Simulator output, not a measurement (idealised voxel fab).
Herein follows the process module entitled voxel gate over fins.
FYI the section here is cut, 300 nm wide, cells are 5 nm squares.
Cross-section, as written here: a square-cell grid given band by band from the top down, where a band holds one or more rows of cells.
Read a band's entry like this: the first values are the height of its top and the height of its bottom in nm, and what follows is the sequence of materials from left to right, each with its width in nm. Note that "empty" is empty space, and that a single material marked "full width" reaches across the band from edge to edge.
All heights in this document are referenced to 0, defined as the level beneath which the wafer, as received, consists entirely of one material. The lowest band is not bounded below; it extends indefinitely downward and is written in the form "0 -> down".
Width: "30->40" (first number = top row, second number = bottom row, same change from row to row of cells).
No cell of the cross-section changed in a step that is given as "no change".
Voids not open to the top, 8 cells minimum: see "Fully sealed voids". Written width x height at distance; distance is from the left edge; nm.
On each step's line, the part that comes after the settings is the simulator's own comment on the step.
"overlay nm" denotes, for a step that has a mask, the displacement of the mask to the right of its planned place, with negative values corresponding to the left.

Steps in the process plan:
1,RECEIVE: material Si
2,CONFORMAL_DEP: material SiN, thk nm 10
3,PATTERN: tone cover, mask id FINS, material resist, width nm 15, pitch nm 40, thk nm 15, overlay nm 0
4,DIRECTIONAL_ETCH: etch materials SiN, depth nm 10
5,DIRECTIONAL_ETCH: etch materials Si, depth nm 30
6,STRIP: etch materials resist
7,OXIDIZE: depth nm 5
8,FILL_DEP: material SiO2, thk nm 15
9,CMP: height nm 10
10,SELECTIVE_ETCH: etch materials SiO2, depth nm 20
11,STRIP: etch materials SiN
12,CONFORMAL_DEP: material HfO2, thk nm 5
13,CONFORMAL_DEP: material TiN, thk nm 5
14,CONFORMAL_DEP: material TiAl, thk nm 5
15,CONFORMAL_DEP: material TiN, thk nm 5
16,FILL_DEP: material W, thk nm 10
17,CMP: height nm 25
18,CONFORMAL_DEP: material SiN, thk nm 10

Account of the first of two wafers, which was processed as intended:

Shown in cross-section is the wafer as received, that is, as it stands after step 1:
> 0 -> down = Si full width
> Fully sealed voids: none

The wafer, seen in cross-section, after step 2:
> 10 -> 0 = SiN full width
> Below a height of 0, the structure has not been altered.

The wafer, seen in cross-section, after step 3:
> 25 -> 10 = 120 empty | 15 resist | 25 empty | 15 resist | 125 empty
> Below a height of 10, the structure has not been altered.

The wafer, seen in cross-section, after step 4:
> 25 -> 10 = 120 empty | 15 resist | 25 empty | 15 resist | 125 empty
> 10 -> 0 = 120 empty | 15 SiN | 25 empty | 15 SiN | 125 empty
> Below a height of 0, the structure has not been altered.

The wafer, seen in cross-section, after step 5:
> 25 -> 10 = 120 empty | 15 resist | 25 empty | 15 resist | 125 empty
> 10 -> 0 = 120 empty | 15 SiN | 25 empty | 15 SiN | 125 empty
> 0 -> -30 = 120 empty | 15 Si | 25 empty | 15 Si | 125 empty
> Below a height of -30, the structure has not been altered.

The wafer, seen in cross-section, after step 6:
> 10 -> 0 = 120 empty | 15 SiN | 25 empty | 15 SiN | 125 empty
> Below a height of 0, the structure has not been altered.

The wafer, seen in cross-section, after step 7:
> 10 -> 0 = 120 empty | 15 SiN | 25 empty | 15 SiN | 125 empty
> 0 -> -30 = 120 empty | 5 SiO2 | 5 Si | 5 SiO2 | 25 empty | 5 SiO2 | 5 Si | 5 SiO2 | 125 empty
> -30 -> -35 = 125 SiO2 | 5 Si | 35 SiO2 | 5 Si | 130 SiO2
> Below a height of -35, the structure has not been altered.

The wafer, seen in cross-section, after step 8:
> 25 -> 10 = SiO2 full width
> 10 -> 0 = 120 SiO2 | 15 SiN | 25 SiO2 | 15 SiN | 125 SiO2
> 0 -> -35 = 125 SiO2 | 5 Si | 35 SiO2 | 5 Si | 130 SiO2
> Below a height of -35, the structure has not been altered.

The wafer, seen in cross-section, after step 9:
> 10 -> 0 = 120 SiO2 | 15 SiN | 25 SiO2 | 15 SiN | 125 SiO2
> Below a height of 0, the structure has not been altered.

The wafer, seen in cross-section, after step 10:
> 10 -> 0 = 120 empty | 15 SiN | 25 empty | 15 SiN | 125 empty
> 0 -> -10 = 125 empty | 5 Si | 35 empty | 5 Si | 130 empty
> Below a height of -10, the structure has not been altered.

The wafer, seen in cross-section, after step 11:
> 0 -> -10 = 125 empty | 5 Si | 35 empty | 5 Si | 130 empty
> Below a height of -10, the structure has not been altered.

The wafer, seen in cross-section, after step 12:
> 5 -> 0 = 120 empty | 15 HfO2 | 25 empty | 15 HfO2 | 125 empty
> 0 -> -5 = 120 empty | 5 HfO2 | 5 Si | 5 HfO2 | 25 empty | 5 HfO2 | 5 Si | 5 HfO2 | 125 empty
> -5 -> -10 = 125 HfO2 | 5 Si | 35 HfO2 | 5 Si | 130 HfO2
> Below a height of -10, the structure has not been altered.

The wafer, seen in cross-section, after step 13:
> 10 -> 5 = 115 empty | 25 TiN | 15 empty | 25 TiN | 120 empty
> 5 -> 0 = 115 empty | 5 TiN | 15 HfO2 | 5 TiN | 15 empty | 5 TiN | 15 HfO2 | 5 TiN | 120 empty
> 0 -> -5 = 120 TiN | 5 HfO2 | 5 Si | 5 HfO2 | 25 TiN | 5 HfO2 | 5 Si | 5 HfO2 | 125 TiN
> Below a height of -5, the structure has not been altered.

The wafer, seen in cross-section, after step 14:
> 15 -> 10 = 110 empty | 35 TiAl | 5 empty | 35 TiAl | 115 empty
> 10 -> 5 = 110 empty | 5 TiAl | 25 TiN | 5 TiAl | 5 empty | 5 TiAl | 25 TiN | 5 TiAl | 115 empty
> 5 -> 0 = 115 TiAl | 5 TiN | 15 HfO2 | 5 TiN | 15 TiAl | 5 TiN | 15 HfO2 | 5 TiN | 120 TiAl
> Below a height of 0, the structure has not been altered.

The wafer, seen in cross-section, after step 15:
> 20 -> 15 = 105 empty | 85 TiN | 110 empty
> 15 -> 10 = 105 empty | 5 TiN | 35 TiAl | 5 TiN | 35 TiAl | 5 TiN | 110 empty
> 10 -> 5 = 110 TiN | 5 TiAl | 25 TiN | 5 TiAl | 5 TiN | 5 TiAl | 25 TiN | 5 TiAl | 115 TiN
> Below a height of 5, the structure has not been altered.

The wafer, seen in cross-section, after step 16:
> 30 -> 20 = W full width
> 20 -> 15 = 105 W | 85 TiN | 110 W
> 15 -> 10 = 105 W | 5 TiN | 35 TiAl | 5 TiN | 35 TiAl | 5 TiN | 110 W
> Below a height of 10, the structure has not been altered.

The wafer, seen in cross-section, after step 17:
> 25 -> 20 = W full width
> Below a height of 20, the structure has not been altered.

The wafer, seen in cross-section, after step 18:
> 35 -> 25 = SiN full width
> Below a height of 25, the structure has not been altered.

Notes, second wafer: start = first wafer's, plan = first wafer's, execution had one mistake; history identical to first through step 2:

Cross-section of the second wafer corresponding to the planned conclusion of step 3:
> 25 -> 10 = 120 resist | 15 empty | 25 resist | 15 empty | 125 resist
> Below a height of 10, the structure has not been altered.

Cross-section of the second wafer corresponding to the planned conclusion of step 4:
> 25 -> 10 = 120 resist | 15 empty | 25 resist | 15 empty | 125 resist
> 10 -> 0 = 120 SiN | 15 empty | 25 SiN | 15 empty | 125 SiN
> Below a height of 0, the structure has not been altered.

Cross-section of the second wafer corresponding to the planned conclusion of step 5:
> 25 -> 10 = 120 resist | 15 empty | 25 resist | 15 empty | 125 resist
> 10 -> 0 = 120 SiN | 15 empty | 25 SiN | 15 empty | 125 SiN
> 0 -> -30 = 120 Si | 15 empty | 25 Si | 15 empty | 125 Si
> Below a height of -30, the structure has not been altered.

Cross-section of the second wafer corresponding to the planned conclusion of step 6:
> 10 -> 0 = 120 SiN | 15 empty | 25 SiN | 15 empty | 125 SiN
> Below a height of 0, the structure has not been altered.

Cross-section of the second wafer corresponding to the planned conclusion of step 7:
> 10 -> 0 = 120 SiN | 15 empty | 25 SiN | 15 empty | 125 SiN
> 0 -> -30 = 115 Si | 5 SiO2 | 15 empty | 5 SiO2 | 15 Si | 5 SiO2 | 15 empty | 5 SiO2 | 120 Si
> -30 -> -35 = 115 Si | 25 SiO2 | 15 Si | 25 SiO2 | 120 Si
> Below a height of -35, the structure has not been altered.

Cross-section of the second wafer corresponding to the planned conclusion of step 8:
> 25 -> 10 = SiO2 full width
> 10 -> 0 = 120 SiN | 15 SiO2 | 25 SiN | 15 SiO2 | 125 SiN
> 0 -> -35 = 115 Si | 25 SiO2 | 15 Si | 25 SiO2 | 120 Si
> Below a height of -35, the structure has not been altered.

Cross-section of the second wafer corresponding to the planned conclusion of step 9:
> 10 -> 0 = 120 SiN | 15 SiO2 | 25 SiN | 15 SiO2 | 125 SiN
> Below a height of 0, the structure has not been altered.

Cross-section of the second wafer corresponding to the planned conclusion of step 10:
> 10 -> 0 = 120 SiN | 15 empty | 25 SiN | 15 empty | 125 SiN
> 0 -> -10 = 115 Si | 25 empty | 15 Si | 25 empty | 120 Si
> Below a height of -10, the structure has not been altered.

Cross-section of the second wafer corresponding to the planned conclusion of step 11:
> 0 -> -10 = 115 Si | 25 empty | 15 Si | 25 empty | 120 Si
> Below a height of -10, the structure has not been altered.

Cross-section of the second wafer corresponding to the planned conclusion of step 12:
> 5 -> 0 = 120 HfO2 | 15 empty | 25 HfO2 | 15 empty | 125 HfO2
> 0 -> -5 = 115 Si | 5 HfO2 | 15 empty | 5 HfO2 | 15 Si | 5 HfO2 | 15 empty | 5 HfO2 | 120 Si
> -5 -> -10 = 115 Si | 25 HfO2 | 15 Si | 25 HfO2 | 120 Si
> Below a height of -10, the structure has not been altered.

Cross-section of the second wafer corresponding to the planned conclusion of step 13:
> 10 -> 5 = 125 TiN | 5 empty | 35 TiN | 5 empty | 130 TiN
> 5 -> 0 = 120 HfO2 | 5 TiN | 5 empty | 5 TiN | 25 HfO2 | 5 TiN | 5 empty | 5 TiN | 125 HfO2
> 0 -> -5 = 115 Si | 5 HfO2 | 15 TiN | 5 HfO2 | 15 Si | 5 HfO2 | 15 TiN | 5 HfO2 | 120 Si
> Below a height of -5, the structure has not been altered.

Cross-section of the second wafer corresponding to the planned conclusion of step 14:
> 15 -> 10 = TiAl full width
> 10 -> 5 = 125 TiN | 5 TiAl | 35 TiN | 5 TiAl | 130 TiN
> 5 -> 0 = 120 HfO2 | 5 TiN | 5 TiAl | 5 TiN | 25 HfO2 | 5 TiN | 5 TiAl | 5 TiN | 125 HfO2
> Below a height of 0, the structure has not been altered.

Cross-section of the second wafer corresponding to the planned conclusion of step 15:
> 20 -> 15 = TiN full width
> Below a height of 15, the structure has not been altered.

Cross-section of the second wafer corresponding to the planned conclusion of step 16:
> 30 -> 20 = W full width
> Below a height of 20, the structure has not been altered.

Cross-section of the second wafer corresponding to the planned conclusion of step 17:
> 25 -> 20 = W full width
> Below a height of 20, the structure has not been altered.

Cross-section of the second wafer corresponding to the planned conclusion of step 18:
> 35 -> 25 = SiN full width
> Below a height of 25, the structure has not been altered.
What was done differently from what was planned? step 3 went in with a setting other than planned; the actual run was PATTERN: tone open, mask id FINS, material resist, width nm 15, pitch nm 40, thk nm 15, overlay nm 0
Final tally in cells, some materials are higher or lower on the second wafer than on the first: Si +336; SiO2 -240; TiAl -4; TiN -6; W -86
